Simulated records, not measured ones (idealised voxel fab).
The following process module bears the name voxel capacitor over wiring.
Square cell edge 5 nm, section width 230 nm, ID cut.
Throughout this document, each cross-section is represented as a grid of square cells and is presented as a sequence of bands enumerated from the top downward, where a band comprises one or more rows of cells.
Each band's line starts with the height of the band's top and of its bottom, in nm. Then come its materials from left to right, each with its width in nm. One material with "throughout" fills the band from edge to edge. "empty" is empty space.
A quick word on heights: they are counted from 0, and under that level the wafer as it came to us is one material throughout. The lowest band is different from the rest in having no bottom; it simply continues downward, written as in "0 nm and below".
Width "30..40": first value at the band's top row of cells, second value at its bottom row, equal change from row to row.
Basically "remains unaltered" means that step didn't change any cell in the cross-section.
"Closed empty spaces" specifies each empty space that is not open to the top and that occupies no fewer than 8 cells, using the form width x height at distance, the distance measured from the left edge and all three quantities in nm.
Heads up: the bit after the settings on a step's line is the simulator's remark on that step.
overlay nm: how far to the right of its planned place the mask lay on this masked step (negative: to the left).

# Listed below are the process steps as planned
step 1: RECEIVE (material Si)
step 2: CONFORMAL_DEP (material SiO2; thk nm 15)
step 3: CONFORMAL_DEP (material SiCN; thk nm 5)
step 4: DIRECTIONAL_DEP (material lowk; thk nm 15)
step 5: PATTERN (tone open; mask id METAL_1; material resist; width nm 25; pitch nm 75; thk nm 15; overlay nm 0)
step 6: DIRECTIONAL_ETCH (etch materials lowk; depth nm 15)
step 7: DIRECTIONAL_ETCH (etch materials SiCN; depth nm 5)
step 8: STRIP (etch materials resist)
step 9: CONFORMAL_DEP (material TiN; thk nm 5)
step 10: FILL_DEP (material Ru; thk nm 5)
step 11: CMP (height nm 35)
step 12: EPI (material Ru; thk nm 5)
step 13: FILL_DEP (material SiCN; thk nm 5)
step 14: DIRECTIONAL_DEP (material SiO2; thk nm 20)
step 15: DIRECTIONAL_DEP (material aC; thk nm 10)
step 16: PATTERN (tone open; mask id PLUG_1; material resist; width nm 15; thk nm 30; overlay nm 0)
step 17: DIRECTIONAL_ETCH (etch materials aC; depth nm 10)
step 18: STRIP (etch materials resist)
step 19: DIRECTIONAL_ETCH (etch materials SiO2; depth nm 20)
step 20: DIRECTIONAL_ETCH (etch materials SiCN; depth nm 5)
step 21: STRIP (etch materials aC)
step 22: CONFORMAL_DEP (material TiN; thk nm 5)
step 23: FILL_DEP (material W; thk nm 10)
step 24: CMP (height nm 65)
step 25: DIRECTIONAL_DEP (material TiN; thk nm 5)
step 26: DIRECTIONAL_DEP (material HfO2; thk nm 5)
step 27: DIRECTIONAL_DEP (material TiN; thk nm 5)
step 28: MASKED_ETCH (tone cover; mask id UPPER_PLATE; width nm 55; etch materials TiN; depth nm 5; overlay nm 0)
step 29: MASKED_ETCH (tone cover; mask id UPPER_PLATE; width nm 55; etch materials HfO2; depth nm 5; overlay nm 0)
step 30: MASKED_ETCH (tone cover; mask id LOWER_PLATE; width nm 65; etch materials TiN; depth nm 5; overlay nm 0)
step 31: FILL_DEP (material SiO2; thk nm 15)
step 32: CMP (height nm 90)
step 33: MASKED_ETCH (tone open; mask id PLUG_2; width nm 15; etch materials SiO2; depth nm 10; overlay nm 0)
step 34: CONFORMAL_DEP (material TiN; thk nm 5)
step 35: FILL_DEP (material Cu; thk nm 5)
step 36: CMP (height nm 90)
step 37: CONFORMAL_DEP (material SiN; thk nm 5)

# First wafer out of two, processed as planned

# As received (post step 1): cross-section
    0 nm and below  Si throughout
    Closed empty spaces: none

# Presented here is a cross-section of the wafer after step 2 has been performed
    15 nm to 0 nm  SiO2 throughout
    All layers under 0 are left as they were.

# Presented here is a cross-section of the wafer after step 3 has been performed
    20 nm to 15 nm  SiCN throughout
    All layers under 15 are left as they were.

# Presented here is a cross-section of the wafer after step 4 has been performed
    35 nm to 20 nm  lowk throughout
    All layers under 20 are left as they were.

# Presented here is a cross-section of the wafer after step 5 has been performed
    50 nm to 35 nm  65 of resist; 25 of empty; 50 of resist; 25 of empty; 65 of resist
    All layers under 35 are left as they were.

# Presented here is a cross-section of the wafer after step 6 has been performed
    50 nm to 35 nm  65 of resist; 25 of empty; 50 of resist; 25 of empty; 65 of resist
    35 nm to 20 nm  65 of lowk; 25 of empty; 50 of lowk; 25 of empty; 65 of lowk
    All layers under 20 are left as they were.

# Presented here is a cross-section of the wafer after step 7 has been performed
    50 nm to 35 nm  65 of resist; 25 of empty; 50 of resist; 25 of empty; 65 of resist
    35 nm to 20 nm  65 of lowk; 25 of empty; 50 of lowk; 25 of empty; 65 of lowk
    20 nm to 15 nm  65 of SiCN; 25 of empty; 50 of SiCN; 25 of empty; 65 of SiCN
    All layers under 15 are left as they were.

# Presented here is a cross-section of the wafer after step 8 has been performed
    35 nm to 20 nm  65 of lowk; 25 of empty; 50 of lowk; 25 of empty; 65 of lowk
    All layers under 20 are left as they were.

# Presented here is a cross-section of the wafer after step 9 has been performed
    40 nm to 35 nm  70 of TiN; 15 of empty; 60 of TiN; 15 of empty; 70 of TiN
    35 nm to 20 nm  65 of lowk; 5 of TiN; 15 of empty; 5 of TiN; 50 of lowk; 5 of TiN; 15 of empty; 5 of TiN; 65 of lowk
    20 nm to 15 nm  65 of SiCN; 25 of TiN; 50 of SiCN; 25 of TiN; 65 of SiCN
    All layers under 15 are left as they were.

# Presented here is a cross-section of the wafer after step 10 has been performed
    45 nm to 40 nm  Ru throughout
    40 nm to 35 nm  70 of TiN; 15 of Ru; 60 of TiN; 15 of Ru; 70 of TiN
    35 nm to 20 nm  65 of lowk; 5 of TiN; 15 of Ru; 5 of TiN; 50 of lowk; 5 of TiN; 15 of Ru; 5 of TiN; 65 of lowk
    All layers under 20 are left as they were.

# Presented here is a cross-section of the wafer after step 11 has been performed
    35 nm to 20 nm  65 of lowk; 5 of TiN; 15 of Ru; 5 of TiN; 50 of lowk; 5 of TiN; 15 of Ru; 5 of TiN; 65 of lowk
    All layers under 20 are left as they were.

# Presented here is a cross-section of the wafer after step 12 has been performed
    40 nm to 35 nm  60 of empty; 35 of Ru; 40 of empty; 35 of Ru; 60 of empty
    All layers under 35 are left as they were.

# Presented here is a cross-section of the wafer after step 13 has been performed
    45 nm to 40 nm  SiCN throughout
    40 nm to 35 nm  60 of SiCN; 35 of Ru; 40 of SiCN; 35 of Ru; 60 of SiCN
    All layers under 35 are left as they were.

# Presented here is a cross-section of the wafer after step 14 has been performed
    65 nm to 45 nm  SiO2 throughout
    All layers under 45 are left as they were.

# Presented here is a cross-section of the wafer after step 15 has been performed
    75 nm to 65 nm  aC throughout
    All layers under 65 are left as they were.

# Presented here is a cross-section of the wafer after step 16 has been performed
    105 nm to 75 nm  75 of resist; 15 of empty; 140 of resist
    All layers under 75 are left as they were.

# Presented here is a cross-section of the wafer after step 17 has been performed
    95 nm to 75 nm  75 of resist; 15 of empty; 140 of resist
    75 nm to 65 nm  75 of aC; 15 of empty; 140 of aC
    All layers under 65 are left as they were.

# Presented here is a cross-section of the wafer after step 18 has been performed
    75 nm to 65 nm  75 of aC; 15 of empty; 140 of aC
    All layers under 65 are left as they were.

# Presented here is a cross-section of the wafer after step 19 has been performed
    75 nm to 65 nm  75 of aC; 15 of empty; 140 of aC
    65 nm to 45 nm  75 of SiO2; 15 of empty; 140 of SiO2
    All layers under 45 are left as they were.

# Presented here is a cross-section of the wafer after step 20 has been performed
    75 nm to 65 nm  75 of aC; 15 of empty; 140 of aC
    65 nm to 45 nm  75 of SiO2; 15 of empty; 140 of SiO2
    45 nm to 40 nm  75 of SiCN; 15 of empty; 140 of SiCN
    All layers under 40 are left as they were.

# Presented here is a cross-section of the wafer after step 21 has been performed
    65 nm to 45 nm  75 of SiO2; 15 of empty; 140 of SiO2
    All layers under 45 are left as they were.

# Presented here is a cross-section of the wafer after step 22 has been performed
    70 nm to 65 nm  80 of TiN; 5 of empty; 145 of TiN
    65 nm to 45 nm  75 of SiO2; 5 of TiN; 5 of empty; 5 of TiN; 140 of SiO2
    45 nm to 40 nm  75 of SiCN; 15 of TiN; 140 of SiCN
    All layers under 40 are left as they were.

# Presented here is a cross-section of the wafer after step 23 has been performed
    80 nm to 70 nm  W throughout
    70 nm to 65 nm  80 of TiN; 5 of W; 145 of TiN
    65 nm to 45 nm  75 of SiO2; 5 of TiN; 5 of W; 5 of TiN; 140 of SiO2
    All layers under 45 are left as they were.

# Presented here is a cross-section of the wafer after step 24 has been performed
    65 nm to 45 nm  75 of SiO2; 5 of TiN; 5 of W; 5 of TiN; 140 of SiO2
    All layers under 45 are left as they were.

# Presented here is a cross-section of the wafer after step 25 has been performed
    70 nm to 65 nm  TiN throughout
    All layers under 65 are left as they were.

# Presented here is a cross-section of the wafer after step 26 has been performed
    75 nm to 70 nm  HfO2 throughout
    All layers under 70 are left as they were.

# Presented here is a cross-section of the wafer after step 27 has been performed
    80 nm to 75 nm  TiN throughout
    All layers under 75 are left as they were.

# Presented here is a cross-section of the wafer after step 28 has been performed
    80 nm to 75 nm  75 of empty; 55 of TiN; 100 of empty
    All layers under 75 are left as they were.

# Presented here is a cross-section of the wafer after step 29 has been performed
    80 nm to 75 nm  75 of empty; 55 of TiN; 100 of empty
    75 nm to 70 nm  75 of empty; 55 of HfO2; 100 of empty
    All layers under 70 are left as they were.

# Presented here is a cross-section of the wafer after step 30 has been performed
    80 nm to 75 nm  75 of empty; 55 of TiN; 100 of empty
    75 nm to 70 nm  75 of empty; 55 of HfO2; 100 of empty
    70 nm to 65 nm  70 of empty; 65 of TiN; 95 of empty
    All layers under 65 are left as they were.

# Presented here is a cross-section of the wafer after step 31 has been performed
    95 nm to 80 nm  SiO2 throughout
    80 nm to 75 nm  75 of SiO2; 55 of TiN; 100 of SiO2
    75 nm to 70 nm  75 of SiO2; 55 of HfO2; 100 of SiO2
    70 nm to 65 nm  70 of SiO2; 65 of TiN; 95 of SiO2
    All layers under 65 are left as they were.

# Presented here is a cross-section of the wafer after step 32 has been performed
    90 nm to 80 nm  SiO2 throughout
    All layers under 80 are left as they were.

# Presented here is a cross-section of the wafer after step 33 has been performed
    90 nm to 80 nm  85 of SiO2; 15 of empty; 130 of SiO2
    All layers under 80 are left as they were.

# Presented here is a cross-section of the wafer after step 34 has been performed
    95 nm to 90 nm  90 of TiN; 5 of empty; 135 of TiN
    90 nm to 85 nm  85 of SiO2; 5 of TiN; 5 of empty; 5 of TiN; 130 of SiO2
    85 nm to 75 nm  85..75 of SiO2; 15..55 of TiN; 130..100 of SiO2
    All layers under 75 are left as they were.

# Presented here is a cross-section of the wafer after step 35 has been performed
    100 nm to 95 nm  Cu throughout
    95 nm to 90 nm  90 of TiN; 5 of Cu; 135 of TiN
    90 nm to 85 nm  85 of SiO2; 5 of TiN; 5 of Cu; 5 of TiN; 130 of SiO2
    All layers under 85 are left as they were.

# Presented here is a cross-section of the wafer after step 36 has been performed
    90 nm to 85 nm  85 of SiO2; 5 of TiN; 5 of Cu; 5 of TiN; 130 of SiO2
    All layers under 85 are left as they were.

# Presented here is a cross-section of the wafer after step 37 has been performed
    95 nm to 90 nm  SiN throughout
    All layers under 90 are left as they were.

# second wafer: like start, like plan, one mistake. Through step 1 it matches the first wafer

# X-section, second wafer, when step 2 was due to finish
    30 nm to 0 nm  SiO2 throughout
    All layers under 0 are left as they were.

# X-section, second wafer, when step 3 was due to finish
    35 nm to 30 nm  SiCN throughout
    All layers under 30 are left as they were.

# X-section, second wafer, when step 4 was due to finish
    50 nm to 35 nm  lowk throughout
    All layers under 35 are left as they were.

# X-section, second wafer, when step 5 was due to finish
    65 nm to 50 nm  65 of resist; 25 of empty; 50 of resist; 25 of empty; 65 of resist
    All layers under 50 are left as they were.

# X-section, second wafer, when step 6 was due to finish
    65 nm to 50 nm  65 of resist; 25 of empty; 50 of resist; 25 of empty; 65 of resist
    50 nm to 35 nm  65 of lowk; 25 of empty; 50 of lowk; 25 of empty; 65 of lowk
    All layers under 35 are left as they were.

# X-section, second wafer, when step 7 was due to finish
    65 nm to 50 nm  65 of resist; 25 of empty; 50 of resist; 25 of empty; 65 of resist
    50 nm to 35 nm  65 of lowk; 25 of empty; 50 of lowk; 25 of empty; 65 of lowk
    35 nm to 30 nm  65 of SiCN; 25 of empty; 50 of SiCN; 25 of empty; 65 of SiCN
    All layers under 30 are left as they were.

# X-section, second wafer, when step 8 was due to finish
    50 nm to 35 nm  65 of lowk; 25 of empty; 50 of lowk; 25 of empty; 65 of lowk
    All layers under 35 are left as they were.

# X-section, second wafer, when step 9 was due to finish
    55 nm to 50 nm  70 of TiN; 15 of empty; 60 of TiN; 15 of empty; 70 of TiN
    50 nm to 35 nm  65 of lowk; 5 of TiN; 15 of empty; 5 of TiN; 50 of lowk; 5 of TiN; 15 of empty; 5 of TiN; 65 of lowk
    35 nm to 30 nm  65 of SiCN; 25 of TiN; 50 of SiCN; 25 of TiN; 65 of SiCN
    All layers under 30 are left as they were.

# X-section, second wafer, when step 10 was due to finish
    60 nm to 55 nm  Ru throughout
    55 nm to 50 nm  70 of TiN; 15 of Ru; 60 of TiN; 15 of Ru; 70 of TiN
    50 nm to 35 nm  65 of lowk; 5 of TiN; 15 of Ru; 5 of TiN; 50 of lowk; 5 of TiN; 15 of Ru; 5 of TiN; 65 of lowk
    All layers under 35 are left as they were.

# X-section, second wafer, when step 11 was due to finish
    35 nm to 30 nm  65 of SiCN; 25 of TiN; 50 of SiCN; 25 of TiN; 65 of SiCN
    All layers under 30 are left as they were.

# X-section, second wafer, when step 12 was due to finish
    40 nm to 35 nm  60 of empty; 35 of Ru; 40 of empty; 35 of Ru; 60 of empty
    All layers under 35 are left as they were.

# X-section, second wafer, when step 13 was due to finish
    45 nm to 40 nm  SiCN throughout
    40 nm to 35 nm  60 of SiCN; 35 of Ru; 40 of SiCN; 35 of Ru; 60 of SiCN
    All layers under 35 are left as they were.

# X-section, second wafer, when step 14 was due to finish
    65 nm to 45 nm  SiO2 throughout
    All layers under 45 are left as they were.

# X-section, second wafer, when step 15 was due to finish
    75 nm to 65 nm  aC throughout
    All layers under 65 are left as they were.

# X-section, second wafer, when step 16 was due to finish
    105 nm to 75 nm  75 of resist; 15 of empty; 140 of resist
    All layers under 75 are left as they were.

# X-section, second wafer, when step 17 was due to finish
    95 nm to 75 nm  75 of resist; 15 of empty; 140 of resist
    75 nm to 65 nm  75 of aC; 15 of empty; 140 of aC
    All layers under 65 are left as they were.

# X-section, second wafer, when step 18 was due to finish
    75 nm to 65 nm  75 of aC; 15 of empty; 140 of aC
    All layers under 65 are left as they were.

# X-section, second wafer, when step 19 was due to finish
    75 nm to 65 nm  75 of aC; 15 of empty; 140 of aC
    65 nm to 45 nm  75 of SiO2; 15 of empty; 140 of SiO2
    All layers under 45 are left as they were.

# X-section, second wafer, when step 20 was due to finish
    75 nm to 65 nm  75 of aC; 15 of empty; 140 of aC
    65 nm to 45 nm  75 of SiO2; 15 of empty; 140 of SiO2
    45 nm to 40 nm  75 of SiCN; 15 of empty; 140 of SiCN
    All layers under 40 are left as they were.

# X-section, second wafer, when step 21 was due to finish
    65 nm to 45 nm  75 of SiO2; 15 of empty; 140 of SiO2
    All layers under 45 are left as they were.

# X-section, second wafer, when step 22 was due to finish
    70 nm to 65 nm  80 of TiN; 5 of empty; 145 of TiN
    65 nm to 45 nm  75 of SiO2; 5 of TiN; 5 of empty; 5 of TiN; 140 of SiO2
    45 nm to 40 nm  75 of SiCN; 15 of TiN; 140 of SiCN
    All layers under 40 are left as they were.

# X-section, second wafer, when step 23 was due to finish
    80 nm to 70 nm  W throughout
    70 nm to 65 nm  80 of TiN; 5 of W; 145 of TiN
    65 nm to 45 nm  75 of SiO2; 5 of TiN; 5 of W; 5 of TiN; 140 of SiO2
    All layers under 45 are left as they were.

# X-section, second wafer, when step 24 was due to finish
    65 nm to 45 nm  75 of SiO2; 5 of TiN; 5 of W; 5 of TiN; 140 of SiO2
    All layers under 45 are left as they were.

# X-section, second wafer, when step 25 was due to finish
    70 nm to 65 nm  TiN throughout
    All layers under 65 are left as they were.

# X-section, second wafer, when step 26 was due to finish
    75 nm to 70 nm  HfO2 throughout
    All layers under 70 are left as they were.

# X-section, second wafer, when step 27 was due to finish
    80 nm to 75 nm  TiN throughout
    All layers under 75 are left as they were.

# X-section, second wafer, when step 28 was due to finish
    80 nm to 75 nm  75 of empty; 55 of TiN; 100 of empty
    All layers under 75 are left as they were.

# X-section, second wafer, when step 29 was due to finish
    80 nm to 75 nm  75 of empty; 55 of TiN; 100 of empty
    75 nm to 70 nm  75 of empty; 55 of HfO2; 100 of empty
    All layers under 70 are left as they were.

# X-section, second wafer, when step 30 was due to finish
    80 nm to 75 nm  75 of empty; 55 of TiN; 100 of empty
    75 nm to 70 nm  75 of empty; 55 of HfO2; 100 of empty
    70 nm to 65 nm  70 of empty; 65 of TiN; 95 of empty
    All layers under 65 are left as they were.

# X-section, second wafer, when step 31 was due to finish
    95 nm to 80 nm  SiO2 throughout
    80 nm to 75 nm  75 of SiO2; 55 of TiN; 100 of SiO2
    75 nm to 70 nm  75 of SiO2; 55 of HfO2; 100 of SiO2
    70 nm to 65 nm  70 of SiO2; 65 of TiN; 95 of SiO2
    All layers under 65 are left as they were.

# X-section, second wafer, when step 32 was due to finish
    90 nm to 80 nm  SiO2 throughout
    All layers under 80 are left as they were.

# X-section, second wafer, when step 33 was due to finish
    90 nm to 80 nm  85 of SiO2; 15 of empty; 130 of SiO2
    All layers under 80 are left as they were.

# X-section, second wafer, when step 34 was due to finish
    95 nm to 90 nm  90 of TiN; 5 of empty; 135 of TiN
    90 nm to 85 nm  85 of SiO2; 5 of TiN; 5 of empty; 5 of TiN; 130 of SiO2
    85 nm to 75 nm  85..75 of SiO2; 15..55 of TiN; 130..100 of SiO2
    All layers under 75 are left as they were.

# X-section, second wafer, when step 35 was due to finish
    100 nm to 95 nm  Cu throughout
    95 nm to 90 nm  90 of TiN; 5 of Cu; 135 of TiN
    90 nm to 85 nm  85 of SiO2; 5 of TiN; 5 of Cu; 5 of TiN; 130 of SiO2
    All layers under 85 are left as they were.

# X-section, second wafer, when step 36 was due to finish
    90 nm to 85 nm  85 of SiO2; 5 of TiN; 5 of Cu; 5 of TiN; 130 of SiO2
    All layers under 85 are left as they were.

# X-section, second wafer, when step 37 was due to finish
    95 nm to 90 nm  SiN throughout
    All layers under 90 are left as they were.
Misprocessing identified: step 2 in the plan was executed twice
It is noted that, at the conclusion of processing, the second wafer exhibits a higher or lower cell count for certain materials relative to the first: 18 fewer of Ru, 138 more of SiO2, 12 fewer of TiN, 108 fewer of lowk
